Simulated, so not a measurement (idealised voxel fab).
The document below concerns the process module designated voxel ribs on slabs.
cross-section cut | 180 nm wide | cells 5 nm
A cross-section in this document is a grid of square cells, and it is written down as bands, the top band listed before the ones below it; a band is made up of one or more rows of cells.
The band entry comprises the height of the band's top followed by the height of its bottom, expressed in nm, and subsequently the band's materials from left to right, each stated together with its width in nm. Where a single material is marked with the word "edge to edge", that material fills the band from edge to edge. The word "air" represents empty space.
Counting heights begins at 0, where everything beneath is, in the wafer as received, one material. The lowest band has no bottom; it goes on downwards, as "0 and below" shows.
So if you see something like "30->40" for the width, read it as the top row of the band sitting at the first number and the bottom row at the second, with every row in between moving by the same amount as the last.
Step note "same as before" = no cross-section cell changed.
"Voids, enclosed" lists enclosed empty spaces (at least 8 cells, no open path upward to the top), each as width x height at distance from the left edge, in nm.
after a step's settings: what the simulator itself notes on the step
overlay nm: step with mask; distance mask lay right of planned place; negative value = left of planned place.
Note: before/after cross-section pairs follow, one process step per pair, after-side truncated at the lowest changed band, step and settings given beneath. Different runs of this module on the same starting wafer may supply the pairs; a pair continues the one above only where the "Before-step section" entry says so.

Before-step section:
0 and below: Si edge to edge
Voids, enclosed: none

As Processed:
30 down to 0: SiO2 edge to edge
Lower than 0, everything is as it was.
Voids, enclosed: none
It is this step that lies between the two cross-sections above: DIRECTIONAL_DEP (material SiO2; thk nm 30)

Before-step section: the after view from the pair directly above serves as the before view here.

As Processed:
50 down to 30: SiN edge to edge
Lower than 30, everything is as it was.
Voids, enclosed: none
It is this step that lies between the two cross-sections above: DIRECTIONAL_DEP (material SiN; thk nm 20)

Before-step section: the after view from the pair directly above serves as the before view here.

As Processed:
65 down to 50: aC edge to edge
Lower than 50, everything is as it was.
Voids, enclosed: none
It is this step that lies between the two cross-sections above: DIRECTIONAL_DEP (material aC; thk nm 15)

Before-step section: the after view from the pair directly above serves as the before view here.

As Processed:
95 down to 65: air (75) | resist (25) | air (80)
Lower than 65, everything is as it was.
Voids, enclosed: none
It is this step that lies between the two cross-sections above: PATTERN (tone cover; mask id RIB; material resist; width nm 25; thk nm 30; overlay nm 0)

Before-step section: the after view from the pair directly above serves as the before view here.

As Processed:
80 down to 65: air (75) | resist (25) | air (80)
65 down to 50: air (75) | aC (25) | air (80)
Lower than 50, everything is as it was.
Voids, enclosed: none
It is this step that lies between the two cross-sections above: DIRECTIONAL_ETCH (etch materials aC; depth nm 15)

Before-step section: the after view from the pair directly above serves as the before view here.

As Processed:
65 down to 50: air (75) | aC (25) | air (80)
Lower than 50, everything is as it was.
Voids, enclosed: none
It is this step that lies between the two cross-sections above: STRIP (etch materials resist)

Before-step section: the after view from the pair directly above serves as the before view here.

As Processed:
65 down to 50: air (75) | aC (25) | air (80)
50 down to 40: air (75) | SiN (25) | air (80)
Lower than 40, everything is as it was.
Voids, enclosed: none
It is this step that lies between the two cross-sections above: DIRECTIONAL_ETCH (etch materials SiN; depth nm 10)

Before-step section: the after view from the pair directly above serves as the before view here.

As Processed:
50 down to 40: air (75) | SiN (25) | air (80)
Lower than 40, everything is as it was.
Voids, enclosed: none
It is this step that lies between the two cross-sections above: STRIP (etch materials aC)

Before-step section: the after view from the pair directly above serves as the before view here.

As Processed:
65 down to 55: air (75) | aC (25) | air (80)
55 down to 50: aC edge to edge
50 down to 40: aC (75) | SiN (25) | aC (80)
Lower than 40, everything is as it was.
Voids, enclosed: none
It is this step that lies between the two cross-sections above: DIRECTIONAL_DEP (material aC; thk nm 15)

Before-step section: the after view from the pair directly above serves as the before view here.

As Processed:
95 down to 65: air (50) | resist (75) | air (55)
65 down to 55: air (50) | resist (25) | aC (25) | resist (25) | air (55)
Lower than 55, everything is as it was.
Voids, enclosed: none
It is this step that lies between the two cross-sections above: PATTERN (tone cover; mask id SLAB; material resist; width nm 75; thk nm 30; overlay nm 0)

Before-step section: the after view from the pair directly above serves as the before view here.

As Processed:
80 down to 65: air (50) | resist (75) | air (55)
65 down to 55: air (50) | resist (25) | aC (25) | resist (25) | air (55)
55 down to 50: air (50) | aC (75) | air (55)
50 down to 40: air (50) | aC (25) | SiN (25) | aC (25) | air (55)
Lower than 40, everything is as it was.
Voids, enclosed: none
It is this step that lies between the two cross-sections above: DIRECTIONAL_ETCH (etch materials aC; depth nm 15)

Before-step section: the after view from the pair directly above serves as the before view here.

As Processed:
65 down to 55: air (75) | aC (25) | air (80)
Lower than 55, everything is as it was.
Voids, enclosed: none
It is this step that lies between the two cross-sections above: STRIP (etch materials resist)

Before-step section: the after view from the pair directly above serves as the before view here.

As Processed:
65 down to 55: air (75) | aC (25) | air (80)
55 down to 50: air (50) | aC (75) | air (55)
50 down to 40: air (50) | aC (25) | SiN (25) | aC (25) | air (55)
40 down to 30: air (50) | SiN (75) | air (55)
Lower than 30, everything is as it was.
Voids, enclosed: none
It is this step that lies between the two cross-sections above: DIRECTIONAL_ETCH (etch materials SiN; depth nm 10)

Before-step section: the after view from the pair directly above serves as the before view here.

As Processed:
50 down to 40: air (75) | SiN (25) | air (80)
Lower than 40, everything is as it was.
Voids, enclosed: none
It is this step that lies between the two cross-sections above: STRIP (etch materials aC)

Before-step section: the after view from the pair directly above serves as the before view here.

As Processed:
75 down to 50: SiO2 edge to edge
50 down to 40: SiO2 (75) | SiN (25) | SiO2 (80)
40 down to 30: SiO2 (50) | SiN (75) | SiO2 (55)
Lower than 30, everything is as it was.
Voids, enclosed: none
It is this step that lies between the two cross-sections above: FILL_DEP (material SiO2; thk nm 25)

Before-step section: the after view from the pair directly above serves as the before view here.

As Processed:
65 down to 50: SiO2 edge to edge
Lower than 50, everything is as it was.
Voids, enclosed: none
It is this step that lies between the two cross-sections above: CMP (height nm 65)

Before-step section: the after view from the pair directly above serves as the before view here.

As Processed:
70 down to 65: W edge to edge
Lower than 65, everything is as it was.
Voids, enclosed: none
It is this step that lies between the two cross-sections above: DIRECTIONAL_DEP (material W; thk nm 5)

Before-step section: the after view from the pair directly above serves as the before view here.

As Processed:
85 down to 70: air (70) | resist (35) | air (75)
Lower than 70, everything is as it was.
Voids, enclosed: none
It is this step that lies between the two cross-sections above: PATTERN (tone cover; mask id HEATER; material resist; width nm 35; thk nm 15; overlay nm 0)

Before-step section: the after view from the pair directly above serves as the before view here.

As Processed:
85 down to 70: air (70) | resist (35) | air (75)
70 down to 65: air (70) | W (35) | air (75)
Lower than 65, everything is as it was.
Voids, enclosed: none
It is this step that lies between the two cross-sections above: DIRECTIONAL_ETCH (etch materials W; depth nm 5)

Before-step section: the after view from the pair directly above serves as the before view here.

As Processed:
70 down to 65: air (70) | W (35) | air (75)
Lower than 65, everything is as it was.
Voids, enclosed: none
It is this step that lies between the two cross-sections above: STRIP (etch materials resist)

Before-step section: the after view from the pair directly above serves as the before view here.

As Processed:
80 down to 75: air (60) | SiO2 (55) | air (65)
75 down to 70: SiO2 edge to edge
70 down to 65: SiO2 (70) | W (35) | SiO2 (75)
Lower than 65, everything is as it was.
Voids, enclosed: none
It is this step that lies between the two cross-sections above: CONFORMAL_DEP (material SiO2; thk nm 10)

Before-step section:
30 down to 0: SiO2 edge to edge
0 and below: Si edge to edge
Voids, enclosed: none

As Processed:
60 down to 0: SiO2 edge to edge
Lower than 0, everything is as it was.
Voids, enclosed: none
It is this step that lies between the two cross-sections above: DIRECTIONAL_DEP (material SiO2; thk nm 30)

Before-step section: the after view from the pair directly above serves as the before view here.

As Processed:
80 down to 60: SiN edge to edge
Lower than 60, everything is as it was.
Voids, enclosed: none
It is this step that lies between the two cross-sections above: DIRECTIONAL_DEP (material SiN; thk nm 20)

Before-step section: the after view from the pair directly above serves as the before view here.

As Processed:
95 down to 80: aC edge to edge
Lower than 80, everything is as it was.
Voids, enclosed: none
It is this step that lies between the two cross-sections above: DIRECTIONAL_DEP (material aC; thk nm 15)

Before-step section: the after view from the pair directly above serves as the before view here.

As Processed:
125 down to 95: air (75) | resist (25) | air (80)
Lower than 95, everything is as it was.
Voids, enclosed: none
It is this step that lies between the two cross-sections above: PATTERN (tone cover; mask id RIB; material resist; width nm 25; thk nm 30; overlay nm 0)

Before-step section: the after view from the pair directly above serves as the before view here.

As Processed:
110 down to 95: air (75) | resist (25) | air (80)
95 down to 80: air (75) | aC (25) | air (80)
Lower than 80, everything is as it was.
Voids, enclosed: none
It is this step that lies between the two cross-sections above: DIRECTIONAL_ETCH (etch materials aC; depth nm 15)

Before-step section: the after view from the pair directly above serves as the before view here.

As Processed:
95 down to 80: air (75) | aC (25) | air (80)
Lower than 80, everything is as it was.
Voids, enclosed: none
It is this step that lies between the two cross-sections above: STRIP (etch materials resist)

Before-step section: the after view from the pair directly above serves as the before view here.

As Processed:
95 down to 80: air (75) | aC (25) | air (80)
80 down to 70: air (75) | SiN (25) | air (80)
Lower than 70, everything is as it was.
Voids, enclosed: none
It is this step that lies between the two cross-sections above: DIRECTIONAL_ETCH (etch materials SiN; depth nm 10)

Before-step section: the after view from the pair directly above serves as the before view here.

As Processed:
80 down to 70: air (75) | SiN (25) | air (80)
Lower than 70, everything is as it was.
Voids, enclosed: none
It is this step that lies between the two cross-sections above: STRIP (etch materials aC)

Before-step section: the after view from the pair directly above serves as the before view here.

As Processed:
95 down to 85: air (75) | aC (25) | air (80)
85 down to 80: aC edge to edge
80 down to 70: aC (75) | SiN (25) | aC (80)
Lower than 70, everything is as it was.
Voids, enclosed: none
It is this step that lies between the two cross-sections above: DIRECTIONAL_DEP (material aC; thk nm 15)

Before-step section: the after view from the pair directly above serves as the before view here.

As Processed:
125 down to 95: air (50) | resist (75) | air (55)
95 down to 85: air (50) | resist (25) | aC (25) | resist (25) | air (55)
Lower than 85, everything is as it was.
Voids, enclosed: none
It is this step that lies between the two cross-sections above: PATTERN (tone cover; mask id SLAB; material resist; width nm 75; thk nm 30; overlay nm 0)

Before-step section: the after view from the pair directly above serves as the before view here.

As Processed:
110 down to 95: air (50) | resist (75) | air (55)
95 down to 85: air (50) | resist (25) | aC (25) | resist (25) | air (55)
85 down to 80: air (50) | aC (75) | air (55)
80 down to 70: air (50) | aC (25) | SiN (25) | aC (25) | air (55)
Lower than 70, everything is as it was.
Voids, enclosed: none
It is this step that lies between the two cross-sections above: DIRECTIONAL_ETCH (etch materials aC; depth nm 15)

Before-step section: the after view from the pair directly above serves as the before view here.

As Processed:
95 down to 85: air (75) | aC (25) | air (80)
Lower than 85, everything is as it was.
Voids, enclosed: none
It is this step that lies between the two cross-sections above: STRIP (etch materials resist)

Before-step section: the after view from the pair directly above serves as the before view here.

As Processed:
95 down to 85: air (75) | aC (25) | air (80)
85 down to 80: air (50) | aC (75) | air (55)
80 down to 70: air (50) | aC (25) | SiN (25) | aC (25) | air (55)
70 down to 60: air (50) | SiN (75) | air (55)
Lower than 60, everything is as it was.
Voids, enclosed: none
It is this step that lies between the two cross-sections above: DIRECTIONAL_ETCH (etch materials SiN; depth nm 10)

Before-step section: the after view from the pair directly above serves as the before view here.

As Processed:
80 down to 70: air (75) | SiN (25) | air (80)
Lower than 70, everything is as it was.
Voids, enclosed: none
It is this step that lies between the two cross-sections above: STRIP (etch materials aC)

Before-step section: the after view from the pair directly above serves as the before view here.

As Processed:
105 down to 80: SiO2 edge to edge
80 down to 70: SiO2 (75) | SiN (25) | SiO2 (80)
70 down to 60: SiO2 (50) | SiN (75) | SiO2 (55)
Lower than 60, everything is as it was.
Voids, enclosed: none
It is this step that lies between the two cross-sections above: FILL_DEP (material SiO2; thk nm 25)

Before-step section: the after view from the pair directly above serves as the before view here.

As Processed:
65 down to 60: SiO2 (50) | SiN (75) | SiO2 (55)
Lower than 60, everything is as it was.
Voids, enclosed: none
It is this step that lies between the two cross-sections above: CMP (height nm 65)

Before-step section: the after view from the pair directly above serves as the before view here.

As Processed:
70 down to 65: W edge to edge
Lower than 65, everything is as it was.
Voids, enclosed: none
It is this step that lies between the two cross-sections above: DIRECTIONAL_DEP (material W; thk nm 5)

Before-step section: the after view from the pair directly above serves as the before view here.

As Processed:
85 down to 70: air (70) | resist (35) | air (75)
Lower than 70, everything is as it was.
Voids, enclosed: none
It is this step that lies between the two cross-sections above: PATTERN (tone cover; mask id HEATER; material resist; width nm 35; thk nm 15; overlay nm 0)

Before-step section: the after view from the pair directly above serves as the before view here.

As Processed:
85 down to 70: air (70) | resist (35) | air (75)
70 down to 65: air (70) | W (35) | air (75)
Lower than 65, everything is as it was.
Voids, enclosed: none
It is this step that lies between the two cross-sections above: DIRECTIONAL_ETCH (etch materials W; depth nm 5)

Before-step section: the after view from the pair directly above serves as the before view here.

As Processed:
70 down to 65: air (70) | W (35) | air (75)
Lower than 65, everything is as it was.
Voids, enclosed: none
It is this step that lies between the two cross-sections above: STRIP (etch materials resist)

Before-step section: the after view from the pair directly above serves as the before view here.

As Processed:
80 down to 75: air (60) | SiO2 (55) | air (65)
75 down to 70: SiO2 edge to edge
70 down to 65: SiO2 (70) | W (35) | SiO2 (75)
Lower than 65, everything is as it was.
Voids, enclosed: none
It is this step that lies between the two cross-sections above: CONFORMAL_DEP (material SiO2; thk nm 10)

Before-step section:
0 and below: Si edge to edge
Voids, enclosed: none

As Processed:
20 down to 0: SiN edge to edge
Lower than 0, everything is as it was.
Voids, enclosed: none
It is this step that lies between the two cross-sections above: DIRECTIONAL_DEP (material SiN; thk nm 20)

Before-step section: the after view from the pair directly above serves as the before view here.

As Processed:
50 down to 20: SiO2 edge to edge
Lower than 20, everything is as it was.
Voids, enclosed: none
It is this step that lies between the two cross-sections above: DIRECTIONAL_DEP (material SiO2; thk nm 30)

Before-step section: the after view from the pair directly above serves as the before view here.

As Processed:
65 down to 50: aC edge to edge
Lower than 50, everything is as it was.
Voids, enclosed: none
It is this step that lies between the two cross-sections above: DIRECTIONAL_DEP (material aC; thk nm 15)

Before-step section: the after view from the pair directly above serves as the before view here.

As Processed:
95 down to 65: air (75) | resist (25) | air (80)
Lower than 65, everything is as it was.
Voids, enclosed: none
It is this step that lies between the two cross-sections above: PATTERN (tone cover; mask id RIB; material resist; width nm 25; thk nm 30; overlay nm 0)

Before-step section: the after view from the pair directly above serves as the before view here.

As Processed:
80 down to 65: air (75) | resist (25) | air (80)
65 down to 50: air (75) | aC (25) | air (80)
Lower than 50, everything is as it was.
Voids, enclosed: none
It is this step that lies between the two cross-sections above: DIRECTIONAL_ETCH (etch materials aC; depth nm 15)

Before-step section: the after view from the pair directly above serves as the before view here.

As Processed:
65 down to 50: air (75) | aC (25) | air (80)
Lower than 50, everything is as it was.
Voids, enclosed: none
It is this step that lies between the two cross-sections above: STRIP (etch materials resist)

Before-step section: the after view from the pair directly above serves as the before view here.

As Processed:
50 down to 20: SiO2 edge to edge
Lower than 20, everything is as it was.
Voids, enclosed: none
It is this step that lies between the two cross-sections above: STRIP (etch materials aC)

Before-step section:
65 down to 50: aC edge to edge
50 down to 20: SiO2 edge to edge
20 down to 0: SiN edge to edge
0 and below: Si edge to edge
Voids, enclosed: none

As Processed:
95 down to 65: air (50) | resist (75) | air (55)
Lower than 65, everything is as it was.
Voids, enclosed: none
It is this step that lies between the two cross-sections above: PATTERN (tone cover; mask id SLAB; material resist; width nm 75; thk nm 30; overlay nm 0)

Before-step section: the after view from the pair directly above serves as the before view here.

As Processed:
80 down to 65: air (50) | resist (75) | air (55)
65 down to 50: air (50) | aC (75) | air (55)
Lower than 50, everything is as it was.
Voids, enclosed: none
It is this step that lies between the two cross-sections above: DIRECTIONAL_ETCH (etch materials aC; depth nm 15)

Before-step section: the after view from the pair directly above serves as the before view here.

As Processed:
65 down to 50: air (50) | aC (75) | air (55)
Lower than 50, everything is as it was.
Voids, enclosed: none
It is this step that lies between the two cross-sections above: STRIP (etch materials resist)

Before-step section: the after view from the pair directly above serves as the before view here.

As Processed:
50 down to 20: SiO2 edge to edge
Lower than 20, everything is as it was.
Voids, enclosed: none
It is this step that lies between the two cross-sections above: STRIP (etch materials aC)

Before-step section: the after view from the pair directly above serves as the before view here.

As Processed:
75 down to 20: SiO2 edge to edge
Lower than 20, everything is as it was.
Voids, enclosed: none
It is this step that lies between the two cross-sections above: FILL_DEP (material SiO2; thk nm 25)

Before-step section: the after view from the pair directly above serves as the before view here.

As Processed:
65 down to 20: SiO2 edge to edge
Lower than 20, everything is as it was.
Voids, enclosed: none
It is this step that lies between the two cross-sections above: CMP (height nm 65)

Before-step section: the after view from the pair directly above serves as the before view here.

As Processed:
70 down to 65: W edge to edge
Lower than 65, everything is as it was.
Voids, enclosed: none
It is this step that lies between the two cross-sections above: DIRECTIONAL_DEP (material W; thk nm 5)

Before-step section: the after view from the pair directly above serves as the before view here.

As Processed:
85 down to 70: air (70) | resist (35) | air (75)
Lower than 70, everything is as it was.
Voids, enclosed: none
It is this step that lies between the two cross-sections above: PATTERN (tone cover; mask id HEATER; material resist; width nm 35; thk nm 15; overlay nm 0)

Before-step section: the after view from the pair directly above serves as the before view here.

As Processed:
85 down to 70: air (70) | resist (35) | air (75)
70 down to 65: air (70) | W (35) | air (75)
Lower than 65, everything is as it was.
Voids, enclosed: none
It is this step that lies between the two cross-sections above: DIRECTIONAL_ETCH (etch materials W; depth nm 5)

Before-step section: the after view from the pair directly above serves as the before view here.

As Processed:
70 down to 65: air (70) | W (35) | air (75)
Lower than 65, everything is as it was.
Voids, enclosed: none
It is this step that lies between the two cross-sections above: STRIP (etch materials resist)

Before-step section: the after view from the pair directly above serves as the before view here.

As Processed:
80 down to 75: air (60) | SiO2 (55) | air (65)
75 down to 70: SiO2 edge to edge
70 down to 65: SiO2 (70) | W (35) | SiO2 (75)
Lower than 65, everything is as it was.
Voids, enclosed: none
It is this step that lies between the two cross-sections above: CONFORMAL_DEP (material SiO2; thk nm 10)

Before-step section:
65 down to 50: air (75) | aC (25) | air (80)
50 down to 30: SiN edge to edge
30 down to 0: SiO2 edge to edge
0 and below: Si edge to edge
Voids, enclosed: none

As Processed:
65 down to 50: air (75) | aC (25) | air (80)
50 down to 45: air (75) | SiN (25) | air (80)
Lower than 45, everything is as it was.
Voids, enclosed: none
It is this step that lies between the two cross-sections above: DIRECTIONAL_ETCH (etch materials SiN; depth nm 5)

Before-step section: the after view from the pair directly above serves as the before view here.

As Processed:
50 down to 45: air (75) | SiN (25) | air (80)
Lower than 45, everything is as it was.
Voids, enclosed: none
It is this step that lies between the two cross-sections above: STRIP (etch materials aC)

Before-step section: the after view from the pair directly above serves as the before view here.

As Processed:
65 down to 60: air (75) | aC (25) | air (80)
60 down to 50: aC edge to edge
50 down to 45: aC (75) | SiN (25) | aC (80)
Lower than 45, everything is as it was.
Voids, enclosed: none
It is this step that lies between the two cross-sections above: DIRECTIONAL_DEP (material aC; thk nm 15)

Before-step section: the after view from the pair directly above serves as the before view here.

As Processed:
95 down to 65: air (50) | resist (75) | air (55)
65 down to 60: air (50) | resist (25) | aC (25) | resist (25) | air (55)
Lower than 60, everything is as it was.
Voids, enclosed: none
It is this step that lies between the two cross-sections above: PATTERN (tone cover; mask id SLAB; material resist; width nm 75; thk nm 30; overlay nm 0)

Before-step section: the after view from the pair directly above serves as the before view here.

As Processed:
80 down to 65: air (50) | resist (75) | air (55)
65 down to 60: air (50) | resist (25) | aC (25) | resist (25) | air (55)
60 down to 50: air (50) | aC (75) | air (55)
50 down to 45: air (50) | aC (25) | SiN (25) | aC (25) | air (55)
Lower than 45, everything is as it was.
Voids, enclosed: none
It is this step that lies between the two cross-sections above: DIRECTIONAL_ETCH (etch materials aC; depth nm 15)

Before-step section: the after view from the pair directly above serves as the before view here.

As Processed:
65 down to 60: air (75) | aC (25) | air (80)
Lower than 60, everything is as it was.
Voids, enclosed: none
It is this step that lies between the two cross-sections above: STRIP (etch materials resist)

Before-step section: the after view from the pair directly above serves as the before view here.

As Processed:
65 down to 60: air (75) | aC (25) | air (80)
60 down to 50: air (50) | aC (75) | air (55)
50 down to 45: air (50) | aC (25) | SiN (25) | aC (25) | air (55)
45 down to 35: air (50) | SiN (75) | air (55)
Lower than 35, everything is as it was.
Voids, enclosed: none
It is this step that lies between the two cross-sections above: DIRECTIONAL_ETCH (etch materials SiN; depth nm 10)

Before-step section: the after view from the pair directly above serves as the before view here.

As Processed:
50 down to 45: air (75) | SiN (25) | air (80)
Lower than 45, everything is as it was.
Voids, enclosed: none
It is this step that lies between the two cross-sections above: STRIP (etch materials aC)

Before-step section: the after view from the pair directly above serves as the before view here.

As Processed:
75 down to 50: SiO2 edge to edge
50 down to 45: SiO2 (75) | SiN (25) | SiO2 (80)
45 down to 35: SiO2 (50) | SiN (75) | SiO2 (55)
Lower than 35, everything is as it was.
Voids, enclosed: none
It is this step that lies between the two cross-sections above: FILL_DEP (material SiO2; thk nm 25)

Before-step section: the after view from the pair directly above serves as the before view here.

As Processed:
65 down to 50: SiO2 edge to edge
Lower than 50, everything is as it was.
Voids, enclosed: none
It is this step that lies between the two cross-sections above: CMP (height nm 65)

Before-step section: the after view from the pair directly above serves as the before view here.

As Processed:
70 down to 65: W edge to edge
Lower than 65, everything is as it was.
Voids, enclosed: none
It is this step that lies between the two cross-sections above: DIRECTIONAL_DEP (material W; thk nm 5)

Before-step section: the after view from the pair directly above serves as the before view here.

As Processed:
85 down to 70: air (70) | resist (35) | air (75)
Lower than 70, everything is as it was.
Voids, enclosed: none
It is this step that lies between the two cross-sections above: PATTERN (tone cover; mask id HEATER; material resist; width nm 35; thk nm 15; overlay nm 0)

Before-step section: the after view from the pair directly above serves as the before view here.

As Processed:
85 down to 70: air (70) | resist (35) | air (75)
70 down to 65: air (70) | W (35) | air (75)
Lower than 65, everything is as it was.
Voids, enclosed: none
It is this step that lies between the two cross-sections above: DIRECTIONAL_ETCH (etch materials W; depth nm 5)

Before-step section: the after view from the pair directly above serves as the before view here.

As Processed:
70 down to 65: air (70) | W (35) | air (75)
Lower than 65, everything is as it was.
Voids, enclosed: none
It is this step that lies between the two cross-sections above: STRIP (etch materials resist)

Before-step section: the after view from the pair directly above serves as the before view here.

As Processed:
80 down to 75: air (60) | SiO2 (55) | air (65)
75 down to 70: SiO2 edge to edge
70 down to 65: SiO2 (70) | W (35) | SiO2 (75)
Lower than 65, everything is as it was.
Voids, enclosed: none
It is this step that lies between the two cross-sections above: CONFORMAL_DEP (material SiO2; thk nm 10)

Before-step section:
65 down to 55: air (75) | aC (25) | air (80)
55 down to 50: aC edge to edge
50 down to 40: aC (75) | SiN (25) | aC (80)
40 down to 30: SiN edge to edge
30 down to 0: SiO2 edge to edge
0 and below: Si edge to edge
Voids, enclosed: none

As Processed:
95 down to 65: air (50) | resist (80) | air (50)
65 down to 55: air (50) | resist (25) | aC (25) | resist (30) | air (50)
Lower than 55, everything is as it was.
Voids, enclosed: none
It is this step that lies between the two cross-sections above: PATTERN (tone cover; mask id SLAB; material resist; width nm 80; thk nm 30; overlay nm 0)

Before-step section: the after view from the pair directly above serves as the before view here.

As Processed:
80 down to 65: air (50) | resist (80) | air (50)
65 down to 55: air (50) | resist (25) | aC (25) | resist (30) | air (50)
55 down to 50: air (50) | aC (80) | air (50)
50 down to 40: air (50) | aC (25) | SiN (25) | aC (30) | air (50)
Lower than 40, everything is as it was.
Voids, enclosed: none
It is this step that lies between the two cross-sections above: DIRECTIONAL_ETCH (etch materials aC; depth nm 15)

Before-step section: the after view from the pair directly above serves as the before view here.

As Processed:
65 down to 55: air (75) | aC (25) | air (80)
Lower than 55, everything is as it was.
Voids, enclosed: none
It is this step that lies between the two cross-sections above: STRIP (etch materials resist)

Before-step section: the after view from the pair directly above serves as the before view here.

As Processed:
65 down to 55: air (75) | aC (25) | air (80)
55 down to 50: air (50) | aC (80) | air (50)
50 down to 40: air (50) | aC (25) | SiN (25) | aC (30) | air (50)
40 down to 30: air (50) | SiN (80) | air (50)
Lower than 30, everything is as it was.
Voids, enclosed: none
It is this step that lies between the two cross-sections above: DIRECTIONAL_ETCH (etch materials SiN; depth nm 10)

Before-step section: the after view from the pair directly above serves as the before view here.

As Processed:
50 down to 40: air (75) | SiN (25) | air (80)
Lower than 40, everything is as it was.
Voids, enclosed: none
It is this step that lies between the two cross-sections above: STRIP (etch materials aC)

Before-step section: the after view from the pair directly above serves as the before view here.

As Processed:
75 down to 50: SiO2 edge to edge
50 down to 40: SiO2 (75) | SiN (25) | SiO2 (80)
40 down to 30: SiO2 (50) | SiN (80) | SiO2 (50)
Lower than 30, everything is as it was.
Voids, enclosed: none
It is this step that lies between the two cross-sections above: FILL_DEP (material SiO2; thk nm 25)

Before-step section: the after view from the pair directly above serves as the before view here.

As Processed:
65 down to 50: SiO2 edge to edge
Lower than 50, everything is as it was.
Voids, enclosed: none
It is this step that lies between the two cross-sections above: CMP (height nm 65)

Before-step section: the after view from the pair directly above serves as the before view here.

As Processed:
70 down to 65: W edge to edge
Lower than 65, everything is as it was.
Voids, enclosed: none
It is this step that lies between the two cross-sections above: DIRECTIONAL_DEP (material W; thk nm 5)

Before-step section: the after view from the pair directly above serves as the before view here.

As Processed:
85 down to 70: air (70) | resist (35) | air (75)
Lower than 70, everything is as it was.
Voids, enclosed: none
It is this step that lies between the two cross-sections above: PATTERN (tone cover; mask id HEATER; material resist; width nm 35; thk nm 15; overlay nm 0)

Before-step section: the after view from the pair directly above serves as the before view here.

As Processed:
85 down to 70: air (70) | resist (35) | air (75)
70 down to 65: air (70) | W (35) | air (75)
Lower than 65, everything is as it was.
Voids, enclosed: none
It is this step that lies between the two cross-sections above: DIRECTIONAL_ETCH (etch materials W; depth nm 5)

Before-step section: the after view from the pair directly above serves as the before view here.

As Processed:
70 down to 65: air (70) | W (35) | air (75)
Lower than 65, everything is as it was.
Voids, enclosed: none
It is this step that lies between the two cross-sections above: STRIP (etch materials resist)

Before-step section: the after view from the pair directly above serves as the before view here.

As Processed:
80 down to 75: air (60) | SiO2 (55) | air (65)
75 down to 70: SiO2 edge to edge
70 down to 65: SiO2 (70) | W (35) | SiO2 (75)
Lower than 65, everything is as it was.
Voids, enclosed: none
It is this step that lies between the two cross-sections above: CONFORMAL_DEP (material SiO2; thk nm 10)

Before-step section:
65 down to 55: air (75) | aC (25) | air (80)
55 down to 50: aC edge to edge
50 down to 40: aC (75) | SiN (25) | aC (80)
40 down to 30: SiN edge to edge
30 down to 0: SiO2 edge to edge
0 and below: Si edge to edge
Voids, enclosed: none

As Processed:
95 down to 65: air (40) | resist (75) | air (65)
65 down to 55: air (40) | resist (35) | aC (25) | resist (15) | air (65)
Lower than 55, everything is as it was.
Voids, enclosed: none
It is this step that lies between the two cross-sections above: PATTERN (tone cover; mask id SLAB; material resist; width nm 75; thk nm 30; overlay nm -10)

Before-step section: the after view from the pair directly above serves as the before view here.

As Processed:
80 down to 65: air (40) | resist (75) | air (65)
65 down to 55: air (40) | resist (35) | aC (25) | resist (15) | air (65)
55 down to 50: air (40) | aC (75) | air (65)
50 down to 40: air (40) | aC (35) | SiN (25) | aC (15) | air (65)
Lower than 40, everything is as it was.
Voids, enclosed: none
It is this step that lies between the two cross-sections above: DIRECTIONAL_ETCH (etch materials aC; depth nm 15)

Before-step section: the after view from the pair directly above serves as the before view here.

As Processed:
65 down to 55: air (75) | aC (25) | air (80)
Lower than 55, everything is as it was.
Voids, enclosed: none
It is this step that lies between the two cross-sections above: STRIP (etch materials resist)

Before-step section: the after view from the pair directly above serves as the before view here.

As Processed:
65 down to 55: air (75) | aC (25) | air (80)
55 down to 50: air (40) | aC (75) | air (65)
50 down to 40: air (40) | aC (35) | SiN (25) | aC (15) | air (65)
40 down to 30: air (40) | SiN (75) | air (65)
Lower than 30, everything is as it was.
Voids, enclosed: none
It is this step that lies between the two cross-sections above: DIRECTIONAL_ETCH (etch materials SiN; depth nm 10)

Before-step section: the after view from the pair directly above serves as the before view here.

As Processed:
50 down to 40: air (75) | SiN (25) | air (80)
Lower than 40, everything is as it was.
Voids, enclosed: none
It is this step that lies between the two cross-sections above: STRIP (etch materials aC)

Before-step section: the after view from the pair directly above serves as the before view here.

As Processed:
75 down to 50: SiO2 edge to edge
50 down to 40: SiO2 (75) | SiN (25) | SiO2 (80)
40 down to 30: SiO2 (40) | SiN (75) | SiO2 (65)
Lower than 30, everything is as it was.
Voids, enclosed: none
It is this step that lies between the two cross-sections above: FILL_DEP (material SiO2; thk nm 25)

Before-step section: the after view from the pair directly above serves as the before view here.

As Processed:
65 down to 50: SiO2 edge to edge
Lower than 50, everything is as it was.
Voids, enclosed: none
It is this step that lies between the two cross-sections above: CMP (height nm 65)

Before-step section: the after view from the pair directly above serves as the before view here.

As Processed:
70 down to 65: W edge to edge
Lower than 65, everything is as it was.
Voids, enclosed: none
It is this step that lies between the two cross-sections above: DIRECTIONAL_DEP (material W; thk nm 5)

Before-step section: the after view from the pair directly above serves as the before view here.

As Processed:
85 down to 70: air (70) | resist (35) | air (75)
Lower than 70, everything is as it was.
Voids, enclosed: none
It is this step that lies between the two cross-sections above: PATTERN (tone cover; mask id HEATER; material resist; width nm 35; thk nm 15; overlay nm 0)

Before-step section: the after view from the pair directly above serves as the before view here.

As Processed:
85 down to 70: air (70) | resist (35) | air (75)
70 down to 65: air (70) | W (35) | air (75)
Lower than 65, everything is as it was.
Voids, enclosed: none
It is this step that lies between the two cross-sections above: DIRECTIONAL_ETCH (etch materials W; depth nm 5)

Before-step section: the after view from the pair directly above serves as the before view here.

As Processed:
70 down to 65: air (70) | W (35) | air (75)
Lower than 65, everything is as it was.
Voids, enclosed: none
It is this step that lies between the two cross-sections above: STRIP (etch materials resist)

Before-step section: the after view from the pair directly above serves as the before view here.

As Processed:
80 down to 75: air (60) | SiO2 (55) | air (65)
75 down to 70: SiO2 edge to edge
70 down to 65: SiO2 (70) | W (35) | SiO2 (75)
Lower than 65, everything is as it was.
Voids, enclosed: none
It is this step that lies between the two cross-sections above: CONFORMAL_DEP (material SiO2; thk nm 10)

Before-step section:
65 down to 50: SiO2 edge to edge
50 down to 40: SiO2 (75) | SiN (25) | SiO2 (80)
40 down to 30: SiO2 (50) | SiN (75) | SiO2 (55)
30 down to 0: SiO2 edge to edge
0 and below: Si edge to edge
Voids, enclosed: none

As Processed:
70 down to 50: SiO2 edge to edge
Lower than 50, everything is as it was.
Voids, enclosed: none
It is this step that lies between the two cross-sections above: DIRECTIONAL_DEP (material SiO2; thk nm 5)
